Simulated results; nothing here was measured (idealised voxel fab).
Documented hereafter: the process module known as voxel tone inversion.
Square cell edge 5 nm, section width 270 nm, ID cut.
In what follows, cross-sections appear as grids of square cells, described through bands that run from the top down, where every band is one or more rows of cells. Top height, bottom height, nm. Materials left to right, width each, nm. Single material + "full width" = fills band edge to edge. "air" = empty. Height is counted from the level 0, under which the received wafer is composed throughout of one material. The lowest of the bands is not closed at the bottom but continues downward, in the notation "0 nm and below". Think of "30 to 40" as a width that walks from the first number to the second as you go down the band, top row to bottom row, taking equal-sized steps from row to row. For the purposes of this document, the phrase "everything unchanged" attached to a step denotes that no cell within the cross-section was modified by that step. "Sealed voids" specifies each empty space that is not open to the top and that occupies no fewer than 8 cells, using the form width x height at distance, the distance measured from the left edge and all three quantities in nm. Formally, on a step line, whatever follows the settings is a remark that the simulator itself makes on the step. overlay nm: on a step with a mask, how far right of its planned place the mask lay; negative means left.

**Below is the list of planned process steps**
1: RECEIVE | material Si
2: CONFORMAL_DEP | material SiCN | thk nm 5
3: DIRECTIONAL_DEP | material polySi | thk nm 15
4: PATTERN | tone cover | mask id POSTS | material resist | width nm 25 | pitch nm 45 | thk nm 25 | overlay nm 0
5: DIRECTIONAL_ETCH | etch materials polySi | depth nm 15
6: STRIP | etch materials resist
7: FILL_DEP | material lowk | thk nm 5
8: CMP | height nm 20
9: STRIP | etch materials polySi
Keep in mind the plan's value for the thk nm of step 2 comes from the first wafer; the wafers don't share that setting, but they do share the same starting point.

**Received condition of the first of several wafers, sectioned: post-step 1**
    0 nm and below  Si full width
    Sealed voids: none

**First of several wafers in cross-section at module end, following the final step, step 9**
    20 nm to 5 nm  lowk 75 nm; air 25 nm; lowk 20 nm; air 25 nm; lowk 20 nm; air 25 nm; lowk 80 nm
    5 nm to 0 nm  SiCN full width
    0 nm and below  Si full width
    Sealed voids: none

**Sectional view of the last wafer upon completion of the module**
    20 nm to 0 nm  SiCN full width
    0 nm and below  Si full width
    Sealed voids: none

**Gained (+) or lost (-) cells of each material since receipt, then closed voids: one row per wafer, at the end of the module**
thk nm 5, +54 SiCN, +117 lowk, Sealed voids: none
thk nm 10, +108 SiCN, +78 lowk, Sealed voids: none
thk nm 15, +162 SiCN, +39 lowk, Sealed voids: none
thk nm 20, +216 SiCN, Sealed voids: none
